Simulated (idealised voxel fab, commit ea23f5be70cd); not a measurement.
The following process module bears the name voxel capacitor over wiring.
The cross-section shown here is cut; it is 235 nm wide and divided into square cells measuring 5 nm on a side.
Heads up, the way a cross-section reads in here is a grid of square cells, handed over as bands from the top down, with every band being one or more rows of cells.
Band entry format. Leading values: height of top, height of bottom, nm. Remainder: materials in left-to-right order, each with its width in nm. Special words: "throughout" on a single material, which then fills the band edge to edge; "blank", empty space.
We count height from 0. Below that, the starting wafer is all one material. The lowest band never ends at the bottom but goes on down; see "from 0 down" for how that is written.
The two numbers in a width such as "30..40" mark its ends across the band: the first belongs to the top row of cells, the second to the bottom row, and from each row to the next the width moves by the same amount.
Where a step carries "remained unchanged", the cross-section came out of it unchanged, cell for cell.
"Trapped void list" means: voids of 8 cells or more that are shut off from the top with no open way through. Written width x height at distance, distance from the left edge, in nm.
What comes after the settings on a step's line is commentary from the simulator itself on that step.
overlay nm: how far to the right of its planned place the mask lay on this masked step (negative: to the left).
**Process steps - plan**
1: RECEIVE | material Si
2: CONFORMAL_DEP | material SiO2 | thk nm 10
3: DIRECTIONAL_DEP | material TiN | thk nm 5
4: DIRECTIONAL_DEP | material Ru | thk nm 20
5: MASKED_ETCH | tone cover | mask id METAL_1 | width nm 25 | pitch nm 75 | etch materials Ru | depth nm 20 | overlay nm 0
6: MASKED_ETCH | tone cover | mask id METAL_1 | width nm 25 | pitch nm 75 | etch materials TiN | depth nm 5 | overlay nm 0
7: FILL_DEP | material lowk | thk nm 5
8: CMP | height nm 35
9: CONFORMAL_DEP | material SiCN | thk nm 5
10: DIRECTIONAL_DEP | material SiO2 | thk nm 10
11: PATTERN | tone open | mask id PLUG_1 | material resist | width nm 15 | thk nm 20 | overlay nm -15
12: DIRECTIONAL_ETCH | etch materials SiO2 | depth nm 10
13: DIRECTIONAL_ETCH | etch materials SiCN | depth nm 5
14: STRIP | etch materials resist
15: CONFORMAL_DEP | material TiN | thk nm 5
16: FILL_DEP | material Ru | thk nm 5
17: CMP | height nm 50
18: DIRECTIONAL_DEP | material TiN | thk nm 10
19: DIRECTIONAL_DEP | material SiN | thk nm 5
20: DIRECTIONAL_DEP | material TiN | thk nm 10
21: MASKED_ETCH | tone cover | mask id UPPER_PLATE | width nm 55 | etch materials TiN | depth nm 10 | overlay nm 0
22: MASKED_ETCH | tone cover | mask id UPPER_PLATE | width nm 55 | etch materials SiN | depth nm 5 | overlay nm 0
23: PATTERN | tone cover | mask id LOWER_PLATE | material resist | width nm 65 | thk nm 20 | overlay nm 0
24: DIRECTIONAL_ETCH | etch materials TiN | depth nm 10
25: STRIP | etch materials resist
26: FILL_DEP | material SiO2 | thk nm 15
27: CMP | height nm 85
28: PATTERN | tone open | mask id PLUG_2 | material resist | width nm 15 | thk nm 15 | overlay nm 0
29: DIRECTIONAL_ETCH | etch materials SiO2 | depth nm 10
30: STRIP | etch materials resist
31: CONFORMAL_DEP | material TiN | thk nm 5
32: FILL_DEP | material Ru | thk nm 5
33: CMP | height nm 85
34: CONFORMAL_DEP | material SiN | thk nm 5
All wafers enter the flow in the same state. The overlay nm at step 11 differs from wafer to wafer, and the plan gives the value for the first wafer.
**As-received cross-section, first of several wafers, post step 1**
* from 0 down | Si throughout
* Trapped void list: none
**first wafer at the end, after step 34**
* from 90 to 85 | SiN throughout
* from 85 to 80 | 85 nm SiO2, 5 nm TiN, 5 nm Ru, 5 nm TiN, 135 nm SiO2
* from 80 to 75 | 85 nm SiO2, 15 nm TiN, 135 nm SiO2
* from 75 to 65 | 75 nm SiO2, 55 nm TiN, 105 nm SiO2
* from 65 to 60 | 75 nm SiO2, 55 nm SiN, 105 nm SiO2
* from 60 to 50 | 70 nm SiO2, 65 nm TiN, 100 nm SiO2
* from 50 to 40 | 60 nm SiO2, 5 nm TiN, 5 nm Ru, 5 nm TiN, 160 nm SiO2
* from 40 to 35 | 60 nm SiCN, 15 nm TiN, 160 nm SiCN
* from 35 to 15 | 65 nm lowk, 25 nm Ru, 50 nm lowk, 25 nm Ru, 70 nm lowk
* from 15 to 10 | 65 nm lowk, 25 nm TiN, 50 nm lowk, 25 nm TiN, 70 nm lowk
* from 10 to 0 | SiO2 throughout
* from 0 down | Si throughout
* Trapped void list: none
**Wafer cross-section (last wafer, module end)**
* from 90 to 85 | SiN throughout
* from 85 to 80 | 85 nm SiO2, 5 nm TiN, 5 nm Ru, 5 nm TiN, 135 nm SiO2
* from 80 to 75 | 85 nm SiO2, 15 nm TiN, 135 nm SiO2
* from 75 to 65 | 75 nm SiO2, 55 nm TiN, 105 nm SiO2
* from 65 to 60 | 75 nm SiO2, 55 nm SiN, 105 nm SiO2
* from 60 to 50 | 70 nm SiO2, 65 nm TiN, 100 nm SiO2
* from 50 to 40 | 90 nm SiO2, 5 nm TiN, 5 nm Ru, 5 nm TiN, 130 nm SiO2
* from 40 to 35 | 90 nm SiCN, 15 nm TiN, 130 nm SiCN
* from 35 to 15 | 65 nm lowk, 25 nm Ru, 50 nm lowk, 25 nm Ru, 70 nm lowk
* from 15 to 10 | 65 nm lowk, 25 nm TiN, 50 nm lowk, 25 nm TiN, 70 nm lowk
* from 10 to 0 | SiO2 throughout
* from 0 down | Si throughout
* Trapped void list: none
**Below is a per-wafer table. In it, each row describes the wafer at the end of the module by giving, for each material, the number of cells gained (+) or lost (-) since the wafer was received, and after that the closed voids of the wafer**
overlay nm -15; +43 Ru; +44 SiCN; +58 SiN; +446 SiO2; +70 TiN; +185 lowk; Trapped void list: none
overlay nm -10; +43 Ru; +44 SiCN; +58 SiN; +446 SiO2; +70 TiN; +185 lowk; Trapped void list: none
overlay nm -5; +43 Ru; +44 SiCN; +58 SiN; +446 SiO2; +70 TiN; +185 lowk; Trapped void list: none
overlay nm 0; +43 Ru; +44 SiCN; +58 SiN; +446 SiO2; +70 TiN; +185 lowk; Trapped void list: none
overlay nm 5; +43 Ru; +44 SiCN; +58 SiN; +446 SiO2; +70 TiN; +185 lowk; Trapped void list: none
overlay nm 10; +43 Ru; +44 SiCN; +58 SiN; +446 SiO2; +70 TiN; +185 lowk; Trapped void list: none
overlay nm 15; +43 Ru; +44 SiCN; +58 SiN; +446 SiO2; +70 TiN; +185 lowk; Trapped void list: none
